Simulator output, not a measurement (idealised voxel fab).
The following process module bears the name voxel ribs on slabs.
The cross-section on display is named cut; it measures 180 nm wide, and its cells are 5 nm squares.
Cross-section = grid of square cells, listed top down in bands; band = one or more rows. Band: top and bottom heights (nm) first, top before bottom; then materials from left to right, widths in nm. "throughout" marks a sole material filling the band edge to edge. "blank" denotes empty space. Beneath 0, the wafer as received is one material, and that level is where height counting begins. The lowest band goes on downward without a bottom; it is written like "0 and below". A width such as "30..40" changes by the same amount from each row of cells to the next, from the band's top row to its bottom row. When a step is marked "same as before", none of the cells in the cross-section changed during that step. Each empty space that has no open way to the top and spans at least 8 cells appears under "Unvented voids" as width x height at distance, the distance counted from the left edge, all in nm. If you see something after the settings on a step's line, that's the simulator's own remark about that step. overlay nm: for a step with a mask, the amount by which the mask lay right of where it was planned; a negative amount means left of it. The remainder of this document consists of a sequence of paired cross-sections. Each pair presents the cross-section prior to one process step together with the cross-section following it, the latter being rendered only as deep as the lowest band that underwent change. The intervening step, together with its settings, is stated beneath each pair. Because the pairs may originate from different runs of this module on the same starting wafer, a given pair is to be read as continuing from the preceding pair only where its entry headed "Before the process" so indicates.
**Before the process**
0 and below: Si throughout
Unvented voids: none
**Section, Post-Step**
25 down to 0: SiO2 throughout
Anything lower than 0 is untouched.
Unvented voids: none
Step taken after the before cross-section and before the after cross-section above: DIRECTIONAL_DEP [material SiO2] [thk nm 25]
Before the process: see the after view in the pair directly above.
**Section, Post-Step**
40 down to 25: polySi throughout
Anything lower than 25 is untouched.
Unvented voids: none
Step taken after the before cross-section and before the after cross-section above: DIRECTIONAL_DEP [material polySi] [thk nm 15]
Before the process: see the after view in the pair directly above.
**Section, Post-Step**
50 down to 40: aC throughout
Anything lower than 40 is untouched.
Unvented voids: none
Step taken after the before cross-section and before the after cross-section above: DIRECTIONAL_DEP [material aC] [thk nm 10]
Before the process: see the after view in the pair directly above.
**Section, Post-Step**
80 down to 50: 80 nm blank | 20 nm resist | 80 nm blank
Anything lower than 50 is untouched.
Unvented voids: none
Step taken after the before cross-section and before the after cross-section above: PATTERN [tone cover] [mask id RIB] [material resist] [width nm 20] [thk nm 30] [overlay nm 0]
Before the process: see the after view in the pair directly above.
**Section, Post-Step**
70 down to 50: 80 nm blank | 20 nm resist | 80 nm blank
50 down to 40: 80 nm blank | 20 nm aC | 80 nm blank
Anything lower than 40 is untouched.
Unvented voids: none
Step taken after the before cross-section and before the after cross-section above: DIRECTIONAL_ETCH [etch materials aC] [depth nm 10]
Before the process: see the after view in the pair directly above.
**Section, Post-Step**
50 down to 40: 80 nm blank | 20 nm aC | 80 nm blank
Anything lower than 40 is untouched.
Unvented voids: none
Step taken after the before cross-section and before the after cross-section above: STRIP [etch materials resist]
Before the process: see the after view in the pair directly above.
**Section, Post-Step**
50 down to 40: 80 nm blank | 20 nm aC | 80 nm blank
40 down to 30: 80 nm blank | 20 nm polySi | 80 nm blank
Anything lower than 30 is untouched.
Unvented voids: none
Step taken after the before cross-section and before the after cross-section above: DIRECTIONAL_ETCH [etch materials polySi] [depth nm 10]
Before the process: see the after view in the pair directly above.
**Section, Post-Step**
40 down to 30: 80 nm blank | 20 nm polySi | 80 nm blank
Anything lower than 30 is untouched.
Unvented voids: none
Step taken after the before cross-section and before the after cross-section above: STRIP [etch materials aC]
Before the process: see the after view in the pair directly above.
**Section, Post-Step**
55 down to 40: 55 nm blank | 70 nm resist | 55 nm blank
40 down to 30: 55 nm blank | 25 nm resist | 20 nm polySi | 25 nm resist | 55 nm blank
Anything lower than 30 is untouched.
Unvented voids: none
Step taken after the before cross-section and before the after cross-section above: PATTERN [tone cover] [mask id SLAB] [material resist] [width nm 70] [thk nm 15] [overlay nm 0]
Before the process: see the after view in the pair directly above.
**Section, Post-Step**
55 down to 40: 55 nm blank | 70 nm resist | 55 nm blank
40 down to 30: 55 nm blank | 25 nm resist | 20 nm polySi | 25 nm resist | 55 nm blank
30 down to 25: 55 nm blank | 70 nm polySi | 55 nm blank
Anything lower than 25 is untouched.
Unvented voids: none
Step taken after the before cross-section and before the after cross-section above: DIRECTIONAL_ETCH [etch materials polySi] [depth nm 5]
Before the process: see the after view in the pair directly above.
**Section, Post-Step**
40 down to 30: 80 nm blank | 20 nm polySi | 80 nm blank
Anything lower than 30 is untouched.
Unvented voids: none
Step taken after the before cross-section and before the after cross-section above: STRIP [etch materials resist]
Before the process: see the after view in the pair directly above.
**Section, Post-Step**
65 down to 40: SiO2 throughout
40 down to 30: 80 nm SiO2 | 20 nm polySi | 80 nm SiO2
30 down to 25: 55 nm SiO2 | 70 nm polySi | 55 nm SiO2
Anything lower than 25 is untouched.
Unvented voids: none
Step taken after the before cross-section and before the after cross-section above: FILL_DEP [material SiO2] [thk nm 25]
Before the process: see the after view in the pair directly above.
**Section, Post-Step**
55 down to 40: SiO2 throughout
Anything lower than 40 is untouched.
Unvented voids: none
Step taken after the before cross-section and before the after cross-section above: CMP [height nm 55]
Before the process: see the after view in the pair directly above.
**Section, Post-Step**
65 down to 55: TiN throughout
Anything lower than 55 is untouched.
Unvented voids: none
Step taken after the before cross-section and before the after cross-section above: DIRECTIONAL_DEP [material TiN] [thk nm 10]
Before the process: see the after view in the pair directly above.
**Section, Post-Step**
80 down to 65: 75 nm blank | 30 nm resist | 75 nm blank
Anything lower than 65 is untouched.
Unvented voids: none
Step taken after the before cross-section and before the after cross-section above: PATTERN [tone cover] [mask id HEATER] [material resist] [width nm 30] [thk nm 15] [overlay nm 0]
Before the process: see the after view in the pair directly above.
**Section, Post-Step**
80 down to 65: 75 nm blank | 30 nm resist | 75 nm blank
65 down to 55: 75 nm blank | 30 nm TiN | 75 nm blank
Anything lower than 55 is untouched.
Unvented voids: none
Step taken after the before cross-section and before the after cross-section above: DIRECTIONAL_ETCH [etch materials TiN] [depth nm 10]
Before the process: see the after view in the pair directly above.
**Section, Post-Step**
65 down to 55: 75 nm blank | 30 nm TiN | 75 nm blank
Anything lower than 55 is untouched.
Unvented voids: none
Step taken after the before cross-section and before the after cross-section above: STRIP [etch materials resist]
Before the process: see the after view in the pair directly above.
**Section, Post-Step**
70 down to 65: 70 nm blank | 40 nm SiN | 70 nm blank
65 down to 60: 70 nm blank | 5 nm SiN | 30 nm TiN | 5 nm SiN | 70 nm blank
60 down to 55: 75 nm SiN | 30 nm TiN | 75 nm SiN
Anything lower than 55 is untouched.
Unvented voids: none
Step taken after the before cross-section and before the after cross-section above: CONFORMAL_DEP [material SiN] [thk nm 5]
**Before the process**
40 down to 25: polySi throughout
25 down to 0: SiO2 throughout
0 and below: Si throughout
Unvented voids: none
**Section, Post-Step**
55 down to 25: polySi throughout
Anything lower than 25 is untouched.
Unvented voids: none
Step taken after the before cross-section and before the after cross-section above: DIRECTIONAL_DEP [material polySi] [thk nm 15]
Before the process: see the after view in the pair directly above.
**Section, Post-Step**
65 down to 55: aC throughout
Anything lower than 55 is untouched.
Unvented voids: none
Step taken after the before cross-section and before the after cross-section above: DIRECTIONAL_DEP [material aC] [thk nm 10]
Before the process: see the after view in the pair directly above.
**Section, Post-Step**
95 down to 65: 80 nm blank | 20 nm resist | 80 nm blank
Anything lower than 65 is untouched.
Unvented voids: none
Step taken after the before cross-section and before the after cross-section above: PATTERN [tone cover] [mask id RIB] [material resist] [width nm 20] [thk nm 30] [overlay nm 0]
Before the process: see the after view in the pair directly above.
**Section, Post-Step**
85 down to 65: 80 nm blank | 20 nm resist | 80 nm blank
65 down to 55: 80 nm blank | 20 nm aC | 80 nm blank
Anything lower than 55 is untouched.
Unvented voids: none
Step taken after the before cross-section and before the after cross-section above: DIRECTIONAL_ETCH [etch materials aC] [depth nm 10]
Before the process: see the after view in the pair directly above.
**Section, Post-Step**
65 down to 55: 80 nm blank | 20 nm aC | 80 nm blank
Anything lower than 55 is untouched.
Unvented voids: none
Step taken after the before cross-section and before the after cross-section above: STRIP [etch materials resist]
Before the process: see the after view in the pair directly above.
**Section, Post-Step**
65 down to 55: 80 nm blank | 20 nm aC | 80 nm blank
55 down to 45: 80 nm blank | 20 nm polySi | 80 nm blank
Anything lower than 45 is untouched.
Unvented voids: none
Step taken after the before cross-section and before the after cross-section above: DIRECTIONAL_ETCH [etch materials polySi] [depth nm 10]
Before the process: see the after view in the pair directly above.
**Section, Post-Step**
55 down to 45: 80 nm blank | 20 nm polySi | 80 nm blank
Anything lower than 45 is untouched.
Unvented voids: none
Step taken after the before cross-section and before the after cross-section above: STRIP [etch materials aC]
Before the process: see the after view in the pair directly above.
**Section, Post-Step**
70 down to 55: 55 nm blank | 70 nm resist | 55 nm blank
55 down to 45: 55 nm blank | 25 nm resist | 20 nm polySi | 25 nm resist | 55 nm blank
Anything lower than 45 is untouched.
Unvented voids: none
Step taken after the before cross-section and before the after cross-section above: PATTERN [tone cover] [mask id SLAB] [material resist] [width nm 70] [thk nm 15] [overlay nm 0]
Before the process: see the after view in the pair directly above.
**Section, Post-Step**
70 down to 55: 55 nm blank | 70 nm resist | 55 nm blank
55 down to 45: 55 nm blank | 25 nm resist | 20 nm polySi | 25 nm resist | 55 nm blank
45 down to 40: 55 nm blank | 70 nm polySi | 55 nm blank
Anything lower than 40 is untouched.
Unvented voids: none
Step taken after the before cross-section and before the after cross-section above: DIRECTIONAL_ETCH [etch materials polySi] [depth nm 5]
Before the process: see the after view in the pair directly above.
**Section, Post-Step**
55 down to 45: 80 nm blank | 20 nm polySi | 80 nm blank
Anything lower than 45 is untouched.
Unvented voids: none
Step taken after the before cross-section and before the after cross-section above: STRIP [etch materials resist]
Before the process: see the after view in the pair directly above.
**Section, Post-Step**
80 down to 55: SiO2 throughout
55 down to 45: 80 nm SiO2 | 20 nm polySi | 80 nm SiO2
45 down to 40: 55 nm SiO2 | 70 nm polySi | 55 nm SiO2
Anything lower than 40 is untouched.
Unvented voids: none
Step taken after the before cross-section and before the after cross-section above: FILL_DEP [material SiO2] [thk nm 25]
Before the process: see the after view in the pair directly above.
**Section, Post-Step**
55 down to 45: 80 nm SiO2 | 20 nm polySi | 80 nm SiO2
Anything lower than 45 is untouched.
Unvented voids: none
Step taken after the before cross-section and before the after cross-section above: CMP [height nm 55]
Before the process: see the after view in the pair directly above.
**Section, Post-Step**
65 down to 55: TiN throughout
Anything lower than 55 is untouched.
Unvented voids: none
Step taken after the before cross-section and before the after cross-section above: DIRECTIONAL_DEP [material TiN] [thk nm 10]
Before the process: see the after view in the pair directly above.
**Section, Post-Step**
80 down to 65: 75 nm blank | 30 nm resist | 75 nm blank
Anything lower than 65 is untouched.
Unvented voids: none
Step taken after the before cross-section and before the after cross-section above: PATTERN [tone cover] [mask id HEATER] [material resist] [width nm 30] [thk nm 15] [overlay nm 0]
Before the process: see the after view in the pair directly above.
**Section, Post-Step**
80 down to 65: 75 nm blank | 30 nm resist | 75 nm blank
65 down to 55: 75 nm blank | 30 nm TiN | 75 nm blank
Anything lower than 55 is untouched.
Unvented voids: none
Step taken after the before cross-section and before the after cross-section above: DIRECTIONAL_ETCH [etch materials TiN] [depth nm 10]
Before the process: see the after view in the pair directly above.
**Section, Post-Step**
65 down to 55: 75 nm blank | 30 nm TiN | 75 nm blank
Anything lower than 55 is untouched.
Unvented voids: none
Step taken after the before cross-section and before the after cross-section above: STRIP [etch materials resist]
Before the process: see the after view in the pair directly above.
**Section, Post-Step**
70 down to 65: 70 nm blank | 40 nm SiN | 70 nm blank
65 down to 60: 70 nm blank | 5 nm SiN | 30 nm TiN | 5 nm SiN | 70 nm blank
60 down to 55: 75 nm SiN | 30 nm TiN | 75 nm SiN
Anything lower than 55 is untouched.
Unvented voids: none
Step taken after the before cross-section and before the after cross-section above: CONFORMAL_DEP [material SiN] [thk nm 5]
**Before the process**
0 and below: Si throughout
Unvented voids: none
**Section, Post-Step**
15 down to 0: polySi throughout
Anything lower than 0 is untouched.
Unvented voids: none
Step taken after the before cross-section and before the after cross-section above: DIRECTIONAL_DEP [material polySi] [thk nm 15]
Before the process: see the after view in the pair directly above.
**Section, Post-Step**
40 down to 15: SiO2 throughout
Anything lower than 15 is untouched.
Unvented voids: none
Step taken after the before cross-section and before the after cross-section above: DIRECTIONAL_DEP [material SiO2] [thk nm 25]
Before the process: see the after view in the pair directly above.
**Section, Post-Step**
50 down to 40: aC throughout
Anything lower than 40 is untouched.
Unvented voids: none
Step taken after the before cross-section and before the after cross-section above: DIRECTIONAL_DEP [material aC] [thk nm 10]
Before the process: see the after view in the pair directly above.
**Section, Post-Step**
80 down to 50: 80 nm blank | 20 nm resist | 80 nm blank
Anything lower than 50 is untouched.
Unvented voids: none
Step taken after the before cross-section and before the after cross-section above: PATTERN [tone cover] [mask id RIB] [material resist] [width nm 20] [thk nm 30] [overlay nm 0]
Before the process: see the after view in the pair directly above.
**Section, Post-Step**
70 down to 50: 80 nm blank | 20 nm resist | 80 nm blank
50 down to 40: 80 nm blank | 20 nm aC | 80 nm blank
Anything lower than 40 is untouched.
Unvented voids: none
Step taken after the before cross-section and before the after cross-section above: DIRECTIONAL_ETCH [etch materials aC] [depth nm 10]
Before the process: see the after view in the pair directly above.
**Section, Post-Step**
50 down to 40: 80 nm blank | 20 nm aC | 80 nm blank
Anything lower than 40 is untouched.
Unvented voids: none
Step taken after the before cross-section and before the after cross-section above: STRIP [etch materials resist]
Before the process: see the after view in the pair directly above.
**Section, Post-Step**
40 down to 15: SiO2 throughout
Anything lower than 15 is untouched.
Unvented voids: none
Step taken after the before cross-section and before the after cross-section above: STRIP [etch materials aC]
Before the process: see the after view in the pair directly above.
**Section, Post-Step**
55 down to 40: 55 nm blank | 70 nm resist | 55 nm blank
Anything lower than 40 is untouched.
Unvented voids: none
Step taken after the before cross-section and before the after cross-section above: PATTERN [tone cover] [mask id SLAB] [material resist] [width nm 70] [thk nm 15] [overlay nm 0]
Before the process: see the after view in the pair directly above.
**Section, Post-Step**
40 down to 15: SiO2 throughout
Anything lower than 15 is untouched.
Unvented voids: none
Step taken after the before cross-section and before the after cross-section above: STRIP [etch materials resist]
Before the process: see the after view in the pair directly above.
**Section, Post-Step**
65 down to 15: SiO2 throughout
Anything lower than 15 is untouched.
Unvented voids: none
Step taken after the before cross-section and before the after cross-section above: FILL_DEP [material SiO2] [thk nm 25]
Before the process: see the after view in the pair directly above.
**Section, Post-Step**
55 down to 15: SiO2 throughout
Anything lower than 15 is untouched.
Unvented voids: none
Step taken after the before cross-section and before the after cross-section above: CMP [height nm 55]
Before the process: see the after view in the pair directly above.
**Section, Post-Step**
65 down to 55: TiN throughout
Anything lower than 55 is untouched.
Unvented voids: none
Step taken after the before cross-section and before the after cross-section above: DIRECTIONAL_DEP [material TiN] [thk nm 10]
Before the process: see the after view in the pair directly above.
**Section, Post-Step**
80 down to 65: 75 nm blank | 30 nm resist | 75 nm blank
Anything lower than 65 is untouched.
Unvented voids: none
Step taken after the before cross-section and before the after cross-section above: PATTERN [tone cover] [mask id HEATER] [material resist] [width nm 30] [thk nm 15] [overlay nm 0]
Before the process: see the after view in the pair directly above.
**Section, Post-Step**
80 down to 65: 75 nm blank | 30 nm resist | 75 nm blank
65 down to 55: 75 nm blank | 30 nm TiN | 75 nm blank
Anything lower than 55 is untouched.
Unvented voids: none
Step taken after the before cross-section and before the after cross-section above: DIRECTIONAL_ETCH [etch materials TiN] [depth nm 10]
Before the process: see the after view in the pair directly above.
**Section, Post-Step**
65 down to 55: 75 nm blank | 30 nm TiN | 75 nm blank
Anything lower than 55 is untouched.
Unvented voids: none
Step taken after the before cross-section and before the after cross-section above: STRIP [etch materials resist]
Before the process: see the after view in the pair directly above.
**Section, Post-Step**
70 down to 65: 70 nm blank | 40 nm SiN | 70 nm blank
65 down to 60: 70 nm blank | 5 nm SiN | 30 nm TiN | 5 nm SiN | 70 nm blank
60 down to 55: 75 nm SiN | 30 nm TiN | 75 nm SiN
Anything lower than 55 is untouched.
Unvented voids: none
Step taken after the before cross-section and before the after cross-section above: CONFORMAL_DEP [material SiN] [thk nm 5]
**Before the process**
50 down to 40: 80 nm blank | 20 nm aC | 80 nm blank
40 down to 25: polySi throughout
25 down to 0: SiO2 throughout
0 and below: Si throughout
Unvented voids: none
**Section, Post-Step**
50 down to 40: 80 nm blank | 20 nm aC | 80 nm blank
40 down to 35: 80 nm blank | 20 nm polySi | 80 nm blank
Anything lower than 35 is untouched.
Unvented voids: none
Step taken after the before cross-section and before the after cross-section above: DIRECTIONAL_ETCH [etch materials polySi] [depth nm 5]
Before the process: see the after view in the pair directly above.
**Section, Post-Step**
40 down to 35: 80 nm blank | 20 nm polySi | 80 nm blank
Anything lower than 35 is untouched.
Unvented voids: none
Step taken after the before cross-section and before the after cross-section above: STRIP [etch materials aC]
Before the process: see the after view in the pair directly above.
**Section, Post-Step**
55 down to 40: 55 nm blank | 70 nm resist | 55 nm blank
40 down to 35: 55 nm blank | 25 nm resist | 20 nm polySi | 25 nm resist | 55 nm blank
Anything lower than 35 is untouched.
Unvented voids: none
Step taken after the before cross-section and before the after cross-section above: PATTERN [tone cover] [mask id SLAB] [material resist] [width nm 70] [thk nm 15] [overlay nm 0]
Before the process: see the after view in the pair directly above.
**Section, Post-Step**
55 down to 40: 55 nm blank | 70 nm resist | 55 nm blank
40 down to 35: 55 nm blank | 25 nm resist | 20 nm polySi | 25 nm resist | 55 nm blank
35 down to 30: 55 nm blank | 70 nm polySi | 55 nm blank
Anything lower than 30 is untouched.
Unvented voids: none
Step taken after the before cross-section and before the after cross-section above: DIRECTIONAL_ETCH [etch materials polySi] [depth nm 5]
Before the process: see the after view in the pair directly above.
**Section, Post-Step**
40 down to 30: 80..55 nm blank | 20..70 nm polySi | 80..55 nm blank
Anything lower than 30 is untouched.
Unvented voids: none
Step taken after the before cross-section and before the after cross-section above: STRIP [etch materials resist]
Before the process: see the after view in the pair directly above.
**Section, Post-Step**
65 down to 40: SiO2 throughout
40 down to 30: 80..55 nm SiO2 | 20..70 nm polySi | 80..55 nm SiO2
Anything lower than 30 is untouched.
Unvented voids: none
Step taken after the before cross-section and before the after cross-section above: FILL_DEP [material SiO2] [thk nm 25]
Before the process: see the after view in the pair directly above.
**Section, Post-Step**
55 down to 40: SiO2 throughout
Anything lower than 40 is untouched.
Unvented voids: none
Step taken after the before cross-section and before the after cross-section above: CMP [height nm 55]
Before the process: see the after view in the pair directly above.
**Section, Post-Step**
65 down to 55: TiN throughout
Anything lower than 55 is untouched.
Unvented voids: none
Step taken after the before cross-section and before the after cross-section above: DIRECTIONAL_DEP [material TiN] [thk nm 10]
Before the process: see the after view in the pair directly above.
**Section, Post-Step**
80 down to 65: 75 nm blank | 30 nm resist | 75 nm blank
Anything lower than 65 is untouched.
Unvented voids: none
Step taken after the before cross-section and before the after cross-section above: PATTERN [tone cover] [mask id HEATER] [material resist] [width nm 30] [thk nm 15] [overlay nm 0]
Before the process: see the after view in the pair directly above.
**Section, Post-Step**
80 down to 65: 75 nm blank | 30 nm resist | 75 nm blank
65 down to 55: 75 nm blank | 30 nm TiN | 75 nm blank
Anything lower than 55 is untouched.
Unvented voids: none
Step taken after the before cross-section and before the after cross-section above: DIRECTIONAL_ETCH [etch materials TiN] [depth nm 10]
Before the process: see the after view in the pair directly above.
**Section, Post-Step**
65 down to 55: 75 nm blank | 30 nm TiN | 75 nm blank
Anything lower than 55 is untouched.
Unvented voids: none
Step taken after the before cross-section and before the after cross-section above: STRIP [etch materials resist]
Before the process: see the after view in the pair directly above.
**Section, Post-Step**
70 down to 65: 70 nm blank | 40 nm SiN | 70 nm blank
65 down to 60: 70 nm blank | 5 nm SiN | 30 nm TiN | 5 nm SiN | 70 nm blank
60 down to 55: 75 nm SiN | 30 nm TiN | 75 nm SiN
Anything lower than 55 is untouched.
Unvented voids: none
Step taken after the before cross-section and before the after cross-section above: CONFORMAL_DEP [material SiN] [thk nm 5]
**Before the process**
65 down to 55: TiN throughout
55 down to 40: SiO2 throughout
40 down to 30: 80 nm SiO2 | 20 nm polySi | 80 nm SiO2
30 down to 25: 55 nm SiO2 | 70 nm polySi | 55 nm SiO2
25 down to 0: SiO2 throughout
0 and below: Si throughout
Unvented voids: none
**Section, Post-Step**
80 down to 65: 80 nm blank | 25 nm resist | 75 nm blank
Anything lower than 65 is untouched.
Unvented voids: none
Step taken after the before cross-section and before the after cross-section above: PATTERN [tone cover] [mask id HEATER] [material resist] [width nm 25] [thk nm 15] [overlay nm 0]
Before the process: see the after view in the pair directly above.
**Section, Post-Step**
80 down to 65: 80 nm blank | 25 nm resist | 75 nm blank
65 down to 55: 80 nm blank | 25 nm TiN | 75 nm blank
Anything lower than 55 is untouched.
Unvented voids: none
Step taken after the before cross-section and before the after cross-section above: DIRECTIONAL_ETCH [etch materials TiN] [depth nm 10]
Before the process: see the after view in the pair directly above.
**Section, Post-Step**
65 down to 55: 80 nm blank | 25 nm TiN | 75 nm blank
Anything lower than 55 is untouched.
Unvented voids: none
Step taken after the before cross-section and before the after cross-section above: STRIP [etch materials resist]
Before the process: see the after view in the pair directly above.
**Section, Post-Step**
70 down to 65: 75 nm blank | 35 nm SiN | 70 nm blank
65 down to 60: 75 nm blank | 5 nm SiN | 25 nm TiN | 5 nm SiN | 70 nm blank
60 down to 55: 80 nm SiN | 25 nm TiN | 75 nm SiN
Anything lower than 55 is untouched.
Unvented voids: none
Step taken after the before cross-section and before the after cross-section above: CONFORMAL_DEP [material SiN] [thk nm 5]
**Before the process**
65 down to 55: TiN throughout
55 down to 40: SiO2 throughout
40 down to 30: 80 nm SiO2 | 20 nm polySi | 80 nm SiO2
30 down to 25: 55 nm SiO2 | 70 nm polySi | 55 nm SiO2
25 down to 0: SiO2 throughout
0 and below: Si throughout
Unvented voids: none
**Section, Post-Step**
80 down to 65: 80 nm blank | 30 nm resist | 70 nm blank
Anything lower than 65 is untouched.
Unvented voids: none
Step taken after the before cross-section and before the after cross-section above: PATTERN [tone cover] [mask id HEATER] [material resist] [width nm 30] [thk nm 15] [overlay nm 5]
Before the process: see the after view in the pair directly above.
**Section, Post-Step**
80 down to 65: 80 nm blank | 30 nm resist | 70 nm blank
65 down to 55: 80 nm blank | 30 nm TiN | 70 nm blank
Anything lower than 55 is untouched.
Unvented voids: none
Step taken after the before cross-section and before the after cross-section above: DIRECTIONAL_ETCH [etch materials TiN] [depth nm 10]
Before the process: see the after view in the pair directly above.
**Section, Post-Step**
65 down to 55: 80 nm blank | 30 nm TiN | 70 nm blank
Anything lower than 55 is untouched.
Unvented voids: none
Step taken after the before cross-section and before the after cross-section above: STRIP [etch materials resist]
Before the process: see the after view in the pair directly above.
**Section, Post-Step**
70 down to 65: 75 nm blank | 40 nm SiN | 65 nm blank
65 down to 60: 75 nm blank | 5 nm SiN | 30 nm TiN | 5 nm SiN | 65 nm blank
60 down to 55: 80 nm SiN | 30 nm TiN | 70 nm SiN
Anything lower than 55 is untouched.
Unvented voids: none
Step taken after the before cross-section and before the after cross-section above: CONFORMAL_DEP [material SiN] [thk nm 5]
**Before the process**
25 down to 0: SiO2 throughout
0 and below: Si throughout
Unvented voids: none
**Section, Post-Step**
40 down to 25: TiN throughout
Anything lower than 25 is untouched.
Unvented voids: none
Step taken after the before cross-section and before the after cross-section above: DIRECTIONAL_DEP [material TiN] [thk nm 15]
Before the process: see the after view in the pair directly above.
**Section, Post-Step**
50 down to 40: aC throughout
Anything lower than 40 is untouched.
Unvented voids: none
Step taken after the before cross-section and before the after cross-section above: DIRECTIONAL_DEP [material aC] [thk nm 10]
Before the process: see the after view in the pair directly above.
**Section, Post-Step**
80 down to 50: 80 nm blank | 20 nm resist | 80 nm blank
Anything lower than 50 is untouched.
Unvented voids: none
Step taken after the before cross-section and before the after cross-section above: PATTERN [tone cover] [mask id RIB] [material resist] [width nm 20] [thk nm 30] [overlay nm 0]
Before the process: see the after view in the pair directly above.
**Section, Post-Step**
70 down to 50: 80 nm blank | 20 nm resist | 80 nm blank
50 down to 40: 80 nm blank | 20 nm aC | 80 nm blank
Anything lower than 40 is untouched.
Unvented voids: none
Step taken after the before cross-section and before the after cross-section above: DIRECTIONAL_ETCH [etch materials aC] [depth nm 10]
Before the process: see the after view in the pair directly above.
**Section, Post-Step**
50 down to 40: 80 nm blank | 20 nm aC | 80 nm blank
Anything lower than 40 is untouched.
Unvented voids: none
Step taken after the before cross-section and before the after cross-section above: STRIP [etch materials resist]
Before the process: see the after view in the pair directly above.
**Section, Post-Step**
40 down to 25: TiN throughout
Anything lower than 25 is untouched.
Unvented voids: none
Step taken after the before cross-section and before the after cross-section above: STRIP [etch materials aC]
Before the process: see the after view in the pair directly above.
**Section, Post-Step**
55 down to 40: 55 nm blank | 70 nm resist | 55 nm blank
Anything lower than 40 is untouched.
Unvented voids: none
Step taken after the before cross-section and before the after cross-section above: PATTERN [tone cover] [mask id SLAB] [material resist] [width nm 70] [thk nm 15] [overlay nm 0]
Before the process: see the after view in the pair directly above.
**Section, Post-Step**
40 down to 25: TiN throughout
Anything lower than 25 is untouched.
Unvented voids: none
Step taken after the before cross-section and before the after cross-section above: STRIP [etch materials resist]
Before the process: see the after view in the pair directly above.
**Section, Post-Step**
65 down to 40: SiO2 throughout
Anything lower than 40 is untouched.
Unvented voids: none
Step taken after the before cross-section and before the after cross-section above: FILL_DEP [material SiO2] [thk nm 25]
Before the process: see the after view in the pair directly above.
**Section, Post-Step**
55 down to 40: SiO2 throughout
Anything lower than 40 is untouched.
Unvented voids: none
Step taken after the before cross-section and before the after cross-section above: CMP [height nm 55]
Before the process: see the after view in the pair directly above.
**Section, Post-Step**
65 down to 55: TiN throughout
Anything lower than 55 is untouched.
Unvented voids: none
Step taken after the before cross-section and before the after cross-section above: DIRECTIONAL_DEP [material TiN] [thk nm 10]
Before the process: see the after view in the pair directly above.
**Section, Post-Step**
80 down to 65: 75 nm blank | 30 nm resist | 75 nm blank
Anything lower than 65 is untouched.
Unvented voids: none
Step taken after the before cross-section and before the after cross-section above: PATTERN [tone cover] [mask id HEATER] [material resist] [width nm 30] [thk nm 15] [overlay nm 0]
Before the process: see the after view in the pair directly above.
**Section, Post-Step**
80 down to 65: 75 nm blank | 30 nm resist | 75 nm blank
65 down to 55: 75 nm blank | 30 nm TiN | 75 nm blank
Anything lower than 55 is untouched.
Unvented voids: none
Step taken after the before cross-section and before the after cross-section above: DIRECTIONAL_ETCH [etch materials TiN] [depth nm 10]
Before the process: see the after view in the pair directly above.
**Section, Post-Step**
65 down to 55: 75 nm blank | 30 nm TiN | 75 nm blank
Anything lower than 55 is untouched.
Unvented voids: none
Step taken after the before cross-section and before the after cross-section above: STRIP [etch materials resist]
Before the process: see the after view in the pair directly above.
**Section, Post-Step**
70 down to 65: 70 nm blank | 40 nm SiN | 70 nm blank
65 down to 60: 70 nm blank | 5 nm SiN | 30 nm TiN | 5 nm SiN | 70 nm blank
60 down to 55: 75 nm SiN | 30 nm TiN | 75 nm SiN
Anything lower than 55 is untouched.
Unvented voids: none
Step taken after the before cross-section and before the after cross-section above: CONFORMAL_DEP [material SiN] [thk nm 5]
**Before the process**
65 down to 55: TiN throughout
55 down to 40: SiO2 throughout
40 down to 30: 80 nm SiO2 | 20 nm polySi | 80 nm SiO2
30 down to 25: 55 nm SiO2 | 70 nm polySi | 55 nm SiO2
25 down to 0: SiO2 throughout
0 and below: Si throughout
Unvented voids: none
**Section, Post-Step**
80 down to 65: 75 nm resist | 30 nm blank | 75 nm resist
Anything lower than 65 is untouched.
Unvented voids: none
Step taken after the before cross-section and before the after cross-section above: PATTERN [tone open] [mask id HEATER] [material resist] [width nm 30] [thk nm 15] [overlay nm 0]
Before the process: see the after view in the pair directly above.
**Section, Post-Step**
80 down to 65: 75 nm resist | 30 nm blank | 75 nm resist
65 down to 55: 75 nm TiN | 30 nm blank | 75 nm TiN
Anything lower than 55 is untouched.
Unvented voids: none
Step taken after the before cross-section and before the after cross-section above: DIRECTIONAL_ETCH [etch materials TiN] [depth nm 10]
Before the process: see the after view in the pair directly above.
**Section, Post-Step**
65 down to 55: 75 nm TiN | 30 nm blank | 75 nm TiN
Anything lower than 55 is untouched.
Unvented voids: none
Step taken after the before cross-section and before the after cross-section above: STRIP [etch materials resist]
Before the process: see the after view in the pair directly above.
**Section, Post-Step**
70 down to 65: 80 nm SiN | 20 nm blank | 80 nm SiN
65 down to 60: 75 nm TiN | 5 nm SiN | 20 nm blank | 5 nm SiN | 75 nm TiN
60 down to 55: 75 nm TiN | 30 nm SiN | 75 nm TiN
Anything lower than 55 is untouched.
Unvented voids: none
Step taken after the before cross-section and before the after cross-section above: CONFORMAL_DEP [material SiN] [thk nm 5]
